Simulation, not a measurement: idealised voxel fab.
You're looking at the process module voxel transistor to metal.
We display cut, a cross-section 285 nm in width whose square cells are each 5 nm.
How to read a cross-section here: the picture is a grid of square cells, written as bands going from the top down, and any band can span one or more rows of cells.
Basically the band line says how high the top is and how high the bottom is, in nm, and then what's in it from left to right, every material with its width in nm. Empty space shows up as "empty", and if a single material carries "everywhere" it runs the full band edge to edge.
Heights are reckoned from 0. Under this level, the received wafer is all of one material. The bottommost band is open-ended downward, for example "0 -> down".
A two-number width, for instance "30->40", indicates that the width is equal to the first number in the top row of the band and to the second number in the bottom row, and that it changes by a constant amount per row of cells.
"left unchanged" -> step changed no cross-section cell.
Voids not open to the top, 8 cells minimum: see "Closed void entries". Written width x height at distance; distance is from the left edge; nm.
Read whatever lies past the settings on a step's line as the simulator's own remark about the step.
"overlay nm" denotes, for a step that has a mask, the displacement of the mask to the right of its planned place, with negative values corresponding to the left.

Process steps foreseen in the plan
step 1: RECEIVE: material Si
step 2: CONFORMAL_DEP: material SiO2, thk nm 5
step 3: CONFORMAL_DEP: material SiN, thk nm 10
step 4: MASKED_ETCH: tone cover, mask id ACTIVE, width nm 95, pitch nm 125, etch materials SiN, depth nm 10, overlay nm 0
step 5: MASKED_ETCH: tone cover, mask id ACTIVE, width nm 95, pitch nm 125, etch materials SiO2, depth nm 5, overlay nm 0
step 6: MASKED_ETCH: tone cover, mask id ACTIVE, width nm 95, pitch nm 125, etch materials Si, depth nm 35, overlay nm 0
step 7: FILL_DEP: material SiO2, thk nm 10
step 8: CMP: height nm 15
step 9: SELECTIVE_ETCH: etch materials SiO2, depth nm 5
step 10: STRIP: etch materials SiN
step 11: SELECTIVE_ETCH: etch materials SiO2, depth nm 5
step 12: OXIDIZE: depth nm 5
step 13: DIRECTIONAL_DEP: material polySi, thk nm 20
step 14: DIRECTIONAL_DEP: material SiCN, thk nm 10
step 15: PATTERN: tone cover, mask id GATE, material resist, width nm 25, pitch nm 125, thk nm 20, overlay nm 0
step 16: DIRECTIONAL_ETCH: etch materials SiCN, depth nm 20
step 17: DIRECTIONAL_ETCH: etch materials polySi, depth nm 30
step 18: STRIP: etch materials resist
step 19: CONFORMAL_DEP: material SiN, thk nm 10
step 20: DIRECTIONAL_ETCH: etch materials SiN, depth nm 10
step 21: DIRECTIONAL_ETCH: etch materials SiO2, depth nm 5
step 22: DIRECTIONAL_ETCH: etch materials Si, depth nm 5
step 23: EPI: material SiGe, thk nm 10
step 24: FILL_DEP: material SiO2, thk nm 5
step 25: CMP: height nm 30
step 26: DIRECTIONAL_DEP: material SiO2, thk nm 10
step 27: MASKED_ETCH: tone open, mask id CONTACT, width nm 15, etch materials SiO2, depth nm 35, overlay nm 0
step 28: CONFORMAL_DEP: material TiN, thk nm 5
step 29: FILL_DEP: material Ru, thk nm 5
step 30: CMP: height nm 40
step 31: DIRECTIONAL_DEP: material TiN, thk nm 5
step 32: DIRECTIONAL_DEP: material Ru, thk nm 25
step 33: MASKED_ETCH: tone cover, mask id METAL_1, width nm 15, etch materials Ru, depth nm 25, overlay nm 0
step 34: MASKED_ETCH: tone cover, mask id METAL_1, width nm 15, etch materials TiN, depth nm 5, overlay nm 0
step 35: FILL_DEP: material lowk, thk nm 10
step 36: CMP: height nm 70
step 37: CONFORMAL_DEP: material SiN, thk nm 5

Below: the first of two wafers, run as planned

As-received wafer cross-section (after step 1)
* 0 -> down | Si everywhere
* Closed void entries: none

Cross-section through the wafer, step 2 finished
* 5 -> 0 | SiO2 everywhere
* Below 0 it's all the same as before, nothing changed down there.

Cross-section through the wafer, step 3 finished
* 15 -> 5 | SiN everywhere
* Below 5 it's all the same as before, nothing changed down there.

Cross-section through the wafer, step 4 finished
* 15 -> 5 | empty: 30; SiN: 95; empty: 30; SiN: 95; empty: 35
* Below 5 it's all the same as before, nothing changed down there.

Cross-section through the wafer, step 5 finished
* 15 -> 5 | empty: 30; SiN: 95; empty: 30; SiN: 95; empty: 35
* 5 -> 0 | empty: 30; SiO2: 95; empty: 30; SiO2: 95; empty: 35
* Below 0 it's all the same as before, nothing changed down there.

Cross-section through the wafer, step 6 finished
* 15 -> 5 | empty: 30; SiN: 95; empty: 30; SiN: 95; empty: 35
* 5 -> 0 | empty: 30; SiO2: 95; empty: 30; SiO2: 95; empty: 35
* 0 -> -35 | empty: 30; Si: 95; empty: 30; Si: 95; empty: 35
* Below -35 it's all the same as before, nothing changed down there.

Cross-section through the wafer, step 7 finished
* 25 -> 15 | SiO2 everywhere
* 15 -> 5 | SiO2: 30; SiN: 95; SiO2: 30; SiN: 95; SiO2: 35
* 5 -> 0 | SiO2 everywhere
* 0 -> -35 | SiO2: 30; Si: 95; SiO2: 30; Si: 95; SiO2: 35
* Below -35 it's all the same as before, nothing changed down there.

Cross-section through the wafer, step 8 finished
* 15 -> 5 | SiO2: 30; SiN: 95; SiO2: 30; SiN: 95; SiO2: 35
* Below 5 it's all the same as before, nothing changed down there.

Cross-section through the wafer, step 9 finished
* 15 -> 10 | empty: 30; SiN: 95; empty: 30; SiN: 95; empty: 35
* Below 10 it's all the same as before, nothing changed down there.

Cross-section through the wafer, step 10 finished
* 10 -> 5 | SiO2: 30; empty: 95; SiO2: 30; empty: 95; SiO2: 35
* Below 5 it's all the same as before, nothing changed down there.

Cross-section through the wafer, step 11 finished
* 5 -> 0 | SiO2: 25; empty: 105; SiO2: 20; empty: 105; SiO2: 30
* Below 0 it's all the same as before, nothing changed down there.

Cross-section through the wafer, step 12 finished
* 5 -> 0 | SiO2: 25; empty: 105; SiO2: 20; empty: 105; SiO2: 30
* 0 -> -5 | SiO2 everywhere
* Below -5 it's all the same as before, nothing changed down there.

Cross-section through the wafer, step 13 finished
* 25 -> 20 | polySi: 25; empty: 105; polySi: 20; empty: 105; polySi: 30
* 20 -> 5 | polySi everywhere
* 5 -> 0 | SiO2: 25; polySi: 105; SiO2: 20; polySi: 105; SiO2: 30
* Below 0 it's all the same as before, nothing changed down there.

Cross-section through the wafer, step 14 finished
* 35 -> 30 | SiCN: 25; empty: 105; SiCN: 20; empty: 105; SiCN: 30
* 30 -> 25 | SiCN everywhere
* 25 -> 20 | polySi: 25; SiCN: 105; polySi: 20; SiCN: 105; polySi: 30
* Below 20 it's all the same as before, nothing changed down there.

Cross-section through the wafer, step 15 finished
* 55 -> 35 | empty: 65; resist: 25; empty: 100; resist: 25; empty: 70
* 35 -> 30 | SiCN: 25; empty: 40; resist: 25; empty: 40; SiCN: 20; empty: 40; resist: 25; empty: 40; SiCN: 30
* Below 30 it's all the same as before, nothing changed down there.

Cross-section through the wafer, step 16 finished
* 55 -> 30 | empty: 65; resist: 25; empty: 100; resist: 25; empty: 70
* 30 -> 25 | empty: 65; SiCN: 25; empty: 100; SiCN: 25; empty: 70
* 25 -> 20 | polySi: 25; empty: 40; SiCN: 25; empty: 40; polySi: 20; empty: 40; SiCN: 25; empty: 40; polySi: 30
* Below 20 it's all the same as before, nothing changed down there.

Cross-section through the wafer, step 17 finished
* 55 -> 30 | empty: 65; resist: 25; empty: 100; resist: 25; empty: 70
* 30 -> 20 | empty: 65; SiCN: 25; empty: 100; SiCN: 25; empty: 70
* 20 -> 5 | empty: 65; polySi: 25; empty: 100; polySi: 25; empty: 70
* 5 -> 0 | SiO2: 25; empty: 40; polySi: 25; empty: 40; SiO2: 20; empty: 40; polySi: 25; empty: 40; SiO2: 30
* Below 0 it's all the same as before, nothing changed down there.

Cross-section through the wafer, step 18 finished
* 30 -> 20 | empty: 65; SiCN: 25; empty: 100; SiCN: 25; empty: 70
* Below 20 it's all the same as before, nothing changed down there.

Cross-section through the wafer, step 19 finished
* 40 -> 30 | empty: 55; SiN: 45; empty: 80; SiN: 45; empty: 60
* 30 -> 20 | empty: 55; SiN: 10; SiCN: 25; SiN: 10; empty: 80; SiN: 10; SiCN: 25; SiN: 10; empty: 60
* 20 -> 15 | empty: 55; SiN: 10; polySi: 25; SiN: 10; empty: 80; SiN: 10; polySi: 25; SiN: 10; empty: 60
* 15 -> 10 | SiN: 35; empty: 20; SiN: 10; polySi: 25; SiN: 10; empty: 20; SiN: 40; empty: 20; SiN: 10; polySi: 25; SiN: 10; empty: 20; SiN: 40
* 10 -> 5 | SiN: 65; polySi: 25; SiN: 100; polySi: 25; SiN: 70
* 5 -> 0 | SiO2: 25; SiN: 40; polySi: 25; SiN: 40; SiO2: 20; SiN: 40; polySi: 25; SiN: 40; SiO2: 30
* Below 0 it's all the same as before, nothing changed down there.

Cross-section through the wafer, step 20 finished
* 30 -> 20 | empty: 55; SiN: 10; SiCN: 25; SiN: 10; empty: 80; SiN: 10; SiCN: 25; SiN: 10; empty: 60
* 20 -> 5 | empty: 55; SiN: 10; polySi: 25; SiN: 10; empty: 80; SiN: 10; polySi: 25; SiN: 10; empty: 60
* 5 -> 0 | SiO2: 25; SiN: 10; empty: 20; SiN: 10; polySi: 25; SiN: 10; empty: 20; SiN: 10; SiO2: 20; SiN: 10; empty: 20; SiN: 10; polySi: 25; SiN: 10; empty: 20; SiN: 10; SiO2: 30
* Below 0 it's all the same as before, nothing changed down there.

Cross-section through the wafer, step 21 finished
* 30 -> 20 | empty: 55; SiN: 10; SiCN: 25; SiN: 10; empty: 80; SiN: 10; SiCN: 25; SiN: 10; empty: 60
* 20 -> 5 | empty: 55; SiN: 10; polySi: 25; SiN: 10; empty: 80; SiN: 10; polySi: 25; SiN: 10; empty: 60
* 5 -> 0 | empty: 25; SiN: 10; empty: 20; SiN: 10; polySi: 25; SiN: 10; empty: 20; SiN: 10; empty: 20; SiN: 10; empty: 20; SiN: 10; polySi: 25; SiN: 10; empty: 20; SiN: 10; empty: 30
* 0 -> -5 | SiO2: 35; empty: 20; SiO2: 45; empty: 20; SiO2: 40; empty: 20; SiO2: 45; empty: 20; SiO2: 40
* Below -5 it's all the same as before, nothing changed down there.

Cross-section through the wafer, step 22 finished
* 30 -> 20 | empty: 55; SiN: 10; SiCN: 25; SiN: 10; empty: 80; SiN: 10; SiCN: 25; SiN: 10; empty: 60
* 20 -> 5 | empty: 55; SiN: 10; polySi: 25; SiN: 10; empty: 80; SiN: 10; polySi: 25; SiN: 10; empty: 60
* 5 -> 0 | empty: 25; SiN: 10; empty: 20; SiN: 10; polySi: 25; SiN: 10; empty: 20; SiN: 10; empty: 20; SiN: 10; empty: 20; SiN: 10; polySi: 25; SiN: 10; empty: 20; SiN: 10; empty: 30
* 0 -> -5 | SiO2: 35; empty: 20; SiO2: 45; empty: 20; SiO2: 40; empty: 20; SiO2: 45; empty: 20; SiO2: 40
* -5 -> -10 | SiO2: 30; Si: 5; empty: 20; Si: 45; empty: 20; Si: 5; SiO2: 30; Si: 5; empty: 20; Si: 45; empty: 20; Si: 5; SiO2: 35
* Below -10 it's all the same as before, nothing changed down there.

Cross-section through the wafer, step 23 finished
* 30 -> 20 | empty: 55; SiN: 10; SiCN: 25; SiN: 10; empty: 80; SiN: 10; SiCN: 25; SiN: 10; empty: 60
* 20 -> 5 | empty: 55; SiN: 10; polySi: 25; SiN: 10; empty: 80; SiN: 10; polySi: 25; SiN: 10; empty: 60
* 5 -> 0 | empty: 25; SiN: 10; SiGe: 20; SiN: 10; polySi: 25; SiN: 10; SiGe: 20; SiN: 10; empty: 20; SiN: 10; SiGe: 20; SiN: 10; polySi: 25; SiN: 10; SiGe: 20; SiN: 10; empty: 30
* 0 -> -5 | SiO2: 35; SiGe: 20; SiO2: 45; SiGe: 20; SiO2: 40; SiGe: 20; SiO2: 45; SiGe: 20; SiO2: 40
* -5 -> -10 | SiO2: 30; Si: 5; SiGe: 20; Si: 45; SiGe: 20; Si: 5; SiO2: 30; Si: 5; SiGe: 20; Si: 45; SiGe: 20; Si: 5; SiO2: 35
* Below -10 it's all the same as before, nothing changed down there.

Cross-section through the wafer, step 24 finished
* 35 -> 30 | SiO2 everywhere
* 30 -> 20 | SiO2: 55; SiN: 10; SiCN: 25; SiN: 10; SiO2: 80; SiN: 10; SiCN: 25; SiN: 10; SiO2: 60
* 20 -> 5 | SiO2: 55; SiN: 10; polySi: 25; SiN: 10; SiO2: 80; SiN: 10; polySi: 25; SiN: 10; SiO2: 60
* 5 -> 0 | SiO2: 25; SiN: 10; SiGe: 20; SiN: 10; polySi: 25; SiN: 10; SiGe: 20; SiN: 10; SiO2: 20; SiN: 10; SiGe: 20; SiN: 10; polySi: 25; SiN: 10; SiGe: 20; SiN: 10; SiO2: 30
* Below 0 it's all the same as before, nothing changed down there.

Cross-section through the wafer, step 25 finished
* 30 -> 20 | SiO2: 55; SiN: 10; SiCN: 25; SiN: 10; SiO2: 80; SiN: 10; SiCN: 25; SiN: 10; SiO2: 60
* Below 20 it's all the same as before, nothing changed down there.

Cross-section through the wafer, step 26 finished
* 40 -> 30 | SiO2 everywhere
* Below 30 it's all the same as before, nothing changed down there.

Cross-section through the wafer, step 27 finished
* 40 -> 30 | SiO2: 35; empty: 15; SiO2: 55; empty: 15; SiO2: 40; empty: 15; SiO2: 55; empty: 15; SiO2: 40
* 30 -> 20 | SiO2: 35; empty: 15; SiO2: 5; SiN: 10; SiCN: 25; SiN: 10; SiO2: 5; empty: 15; SiO2: 40; empty: 15; SiO2: 5; SiN: 10; SiCN: 25; SiN: 10; SiO2: 5; empty: 15; SiO2: 40
* 20 -> 5 | SiO2: 35; empty: 15; SiO2: 5; SiN: 10; polySi: 25; SiN: 10; SiO2: 5; empty: 15; SiO2: 40; empty: 15; SiO2: 5; SiN: 10; polySi: 25; SiN: 10; SiO2: 5; empty: 15; SiO2: 40
* Below 5 it's all the same as before, nothing changed down there.

Cross-section through the wafer, step 28 finished
* 45 -> 40 | TiN: 40; empty: 5; TiN: 65; empty: 5; TiN: 50; empty: 5; TiN: 65; empty: 5; TiN: 45
* 40 -> 30 | SiO2: 35; TiN: 5; empty: 5; TiN: 5; SiO2: 55; TiN: 5; empty: 5; TiN: 5; SiO2: 40; TiN: 5; empty: 5; TiN: 5; SiO2: 55; TiN: 5; empty: 5; TiN: 5; SiO2: 40
* 30 -> 20 | SiO2: 35; TiN: 5; empty: 5; TiN: 5; SiO2: 5; SiN: 10; SiCN: 25; SiN: 10; SiO2: 5; TiN: 5; empty: 5; TiN: 5; SiO2: 40; TiN: 5; empty: 5; TiN: 5; SiO2: 5; SiN: 10; SiCN: 25; SiN: 10; SiO2: 5; TiN: 5; empty: 5; TiN: 5; SiO2: 40
* 20 -> 10 | SiO2: 35; TiN: 5; empty: 5; TiN: 5; SiO2: 5; SiN: 10; polySi: 25; SiN: 10; SiO2: 5; TiN: 5; empty: 5; TiN: 5; SiO2: 40; TiN: 5; empty: 5; TiN: 5; SiO2: 5; SiN: 10; polySi: 25; SiN: 10; SiO2: 5; TiN: 5; empty: 5; TiN: 5; SiO2: 40
* 10 -> 5 | SiO2: 35; TiN: 15; SiO2: 5; SiN: 10; polySi: 25; SiN: 10; SiO2: 5; TiN: 15; SiO2: 40; TiN: 15; SiO2: 5; SiN: 10; polySi: 25; SiN: 10; SiO2: 5; TiN: 15; SiO2: 40
* Below 5 it's all the same as before, nothing changed down there.

Cross-section through the wafer, step 29 finished
* 50 -> 45 | Ru everywhere
* 45 -> 40 | TiN: 40; Ru: 5; TiN: 65; Ru: 5; TiN: 50; Ru: 5; TiN: 65; Ru: 5; TiN: 45
* 40 -> 30 | SiO2: 35; TiN: 5; Ru: 5; TiN: 5; SiO2: 55; TiN: 5; Ru: 5; TiN: 5; SiO2: 40; TiN: 5; Ru: 5; TiN: 5; SiO2: 55; TiN: 5; Ru: 5; TiN: 5; SiO2: 40
* 30 -> 20 | SiO2: 35; TiN: 5; Ru: 5; TiN: 5; SiO2: 5; SiN: 10; SiCN: 25; SiN: 10; SiO2: 5; TiN: 5; Ru: 5; TiN: 5; SiO2: 40; TiN: 5; Ru: 5; TiN: 5; SiO2: 5; SiN: 10; SiCN: 25; SiN: 10; SiO2: 5; TiN: 5; Ru: 5; TiN: 5; SiO2: 40
* 20 -> 10 | SiO2: 35; TiN: 5; Ru: 5; TiN: 5; SiO2: 5; SiN: 10; polySi: 25; SiN: 10; SiO2: 5; TiN: 5; Ru: 5; TiN: 5; SiO2: 40; TiN: 5; Ru: 5; TiN: 5; SiO2: 5; SiN: 10; polySi: 25; SiN: 10; SiO2: 5; TiN: 5; Ru: 5; TiN: 5; SiO2: 40
* Below 10 it's all the same as before, nothing changed down there.

Cross-section through the wafer, step 30 finished
* 40 -> 30 | SiO2: 35; TiN: 5; Ru: 5; TiN: 5; SiO2: 55; TiN: 5; Ru: 5; TiN: 5; SiO2: 40; TiN: 5; Ru: 5; TiN: 5; SiO2: 55; TiN: 5; Ru: 5; TiN: 5; SiO2: 40
* Below 30 it's all the same as before, nothing changed down there.

Cross-section through the wafer, step 31 finished
* 45 -> 40 | TiN everywhere
* Below 40 it's all the same as before, nothing changed down there.

Cross-section through the wafer, step 32 finished
* 70 -> 45 | Ru everywhere
* Below 45 it's all the same as before, nothing changed down there.

Cross-section through the wafer, step 33 finished
* 70 -> 45 | empty: 35; Ru: 15; empty: 55; Ru: 15; empty: 40; Ru: 15; empty: 55; Ru: 15; empty: 40
* Below 45 it's all the same as before, nothing changed down there.

Cross-section through the wafer, step 34 finished
* 70 -> 45 | empty: 35; Ru: 15; empty: 55; Ru: 15; empty: 40; Ru: 15; empty: 55; Ru: 15; empty: 40
* 45 -> 40 | empty: 35; TiN: 15; empty: 55; TiN: 15; empty: 40; TiN: 15; empty: 55; TiN: 15; empty: 40
* Below 40 it's all the same as before, nothing changed down there.

Cross-section through the wafer, step 35 finished
* 80 -> 70 | lowk everywhere
* 70 -> 45 | lowk: 35; Ru: 15; lowk: 55; Ru: 15; lowk: 40; Ru: 15; lowk: 55; Ru: 15; lowk: 40
* 45 -> 40 | lowk: 35; TiN: 15; lowk: 55; TiN: 15; lowk: 40; TiN: 15; lowk: 55; TiN: 15; lowk: 40
* Below 40 it's all the same as before, nothing changed down there.

Cross-section through the wafer, step 36 finished
* 70 -> 45 | lowk: 35; Ru: 15; lowk: 55; Ru: 15; lowk: 40; Ru: 15; lowk: 55; Ru: 15; lowk: 40
* Below 45 it's all the same as before, nothing changed down there.

Cross-section through the wafer, step 37 finished
* 75 -> 70 | SiN everywhere
* Below 70 it's all the same as before, nothing changed down there.

Here the second wafer is described. Its start and its plan were those of the first wafer. Its run contained one mistake. Up to and including step 30, it did exactly what the first wafer did

Second wafer, cut view, end of step 31 per plan
* 65 -> 40 | Ru everywhere
* Below 40 it's all the same as before, nothing changed down there.

Second wafer, cut view, end of step 32 per plan
* 70 -> 65 | TiN everywhere
* Below 65 it's all the same as before, nothing changed down there.

Second wafer, cut view, end of step 33 per plan: left unchanged

Second wafer, cut view, end of step 34 per plan
* 70 -> 65 | empty: 35; TiN: 15; empty: 55; TiN: 15; empty: 40; TiN: 15; empty: 55; TiN: 15; empty: 40
* Below 65 it's all the same as before, nothing changed down there.

Second wafer, cut view, end of step 35 per plan
* 80 -> 70 | lowk everywhere
* 70 -> 65 | lowk: 35; TiN: 15; lowk: 55; TiN: 15; lowk: 40; TiN: 15; lowk: 55; TiN: 15; lowk: 40
* Below 65 it's all the same as before, nothing changed down there.

Second wafer, cut view, end of step 36 per plan
* 70 -> 65 | lowk: 35; TiN: 15; lowk: 55; TiN: 15; lowk: 40; TiN: 15; lowk: 55; TiN: 15; lowk: 40
* Below 65 it's all the same as before, nothing changed down there.

Second wafer, cut view, end of step 37 per plan
* 75 -> 70 | SiN everywhere
* Below 70 it's all the same as before, nothing changed down there.
Error vs. plan: step 31 ran in the slot meant for step 32, and vice versa
End of process, cell counts, second wafer against first, materials with more or fewer: Ru +225; lowk -225
